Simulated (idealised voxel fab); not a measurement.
The document below concerns the process module designated voxel self aligned vias.
The cross-section shown here is cut; it is 140 nm wide and divided into square cells measuring 5 nm on a side.
Reading order for cross-sections: top band down to bottom band. Underlying form: a grid of square cells. Band size: one or more rows of cells. Band: top and bottom heights (nm) first, top before bottom; then materials from left to right, widths in nm. "full width" marks a sole material filling the band edge to edge. "blank" denotes empty space. Height is counted from the level 0, under which the received wafer is composed throughout of one material. The lowest of the bands is not closed at the bottom but continues downward, in the notation "0 down". A width given as "30->40" starts at the first number in the band's top row and ends at the second number in its bottom row, shifting by an equal amount at every step from row to row. "nothing altered" means the step left every cell of the cross-section as it was. The entry titled "Enclosed void catalog" provides the empty spaces that have no open way to the top, restricted to those of 8 cells or more. Each is presented as width x height at distance, the distance being measured from the left edge, with all three in nm. On a step's line, text after the settings is the simulator commenting on that step. "overlay nm" on a masked step: distance the mask lay right of its planned place, negative for left.
Here's what the planned process steps look like:
| 1 | RECEIVE: material Si |
| 2 | CONFORMAL_DEP: material SiO2, thk nm 15 |
| 3 | CONFORMAL_DEP: material SiCN, thk nm 5 |
| 4 | DIRECTIONAL_DEP: material SiO2, thk nm 30 |
| 5 | DIRECTIONAL_DEP: material aC, thk nm 10 |
| 6 | PATTERN: tone open, mask id LINES, material resist, width nm 25, pitch nm 60, thk nm 30, overlay nm 0 |
| 7 | DIRECTIONAL_ETCH: etch materials aC, depth nm 10 |
| 8 | STRIP: etch materials resist |
| 9 | DIRECTIONAL_ETCH: etch materials SiO2, depth nm 30 |
| 10 | STRIP: etch materials aC |
| 11 | CONFORMAL_DEP: material TiN, thk nm 5 |
| 12 | FILL_DEP: material W, thk nm 10 |
| 13 | CMP: height nm 50 |
| 14 | SELECTIVE_ETCH: etch materials W Ru TiN, depth nm 5 |
| 15 | FILL_DEP: material SiN, thk nm 10 |
| 16 | CMP: height nm 50 |
| 17 | DIRECTIONAL_DEP: material SiO2, thk nm 20 |
| 18 | DIRECTIONAL_DEP: material aC, thk nm 15 |
| 19 | PATTERN: tone open, mask id VIAS, material resist, width nm 35, thk nm 35, overlay nm 0 |
| 20 | DIRECTIONAL_ETCH: etch materials aC, depth nm 15 |
| 21 | STRIP: etch materials resist |
| 22 | DIRECTIONAL_ETCH: etch materials SiO2, depth nm 20 |
| 23 | DIRECTIONAL_ETCH: etch materials SiN, depth nm 5 |
| 24 | STRIP: etch materials aC |
| 25 | CONFORMAL_DEP: material TiN, thk nm 5 |
| 26 | FILL_DEP: material Ru, thk nm 10 |
| 27 | CMP: height nm 70 |
| 28 | CONFORMAL_DEP: material SiN, thk nm 5 |
As-received wafer cross-section (after step 1):
  0 down: Si full width
  Enclosed void catalog: none
What the wafer looks like in cross-section after this module, when it starts as shown above and follows the plan above but one mistake is made in running it:
  75 to 70: SiN full width
  70 to 55: 20 SiO2, 5 TiN, 25 Ru, 5 TiN, 85 SiO2
  55 to 50: 20 SiO2, 35 TiN, 85 SiO2
  50 to 45: SiCN full width
  45 to 0: SiO2 full width
  0 down: Si full width
  Enclosed void catalog: none
The plan and the run diverged here: steps 3 and 4 run out of order (swapped)
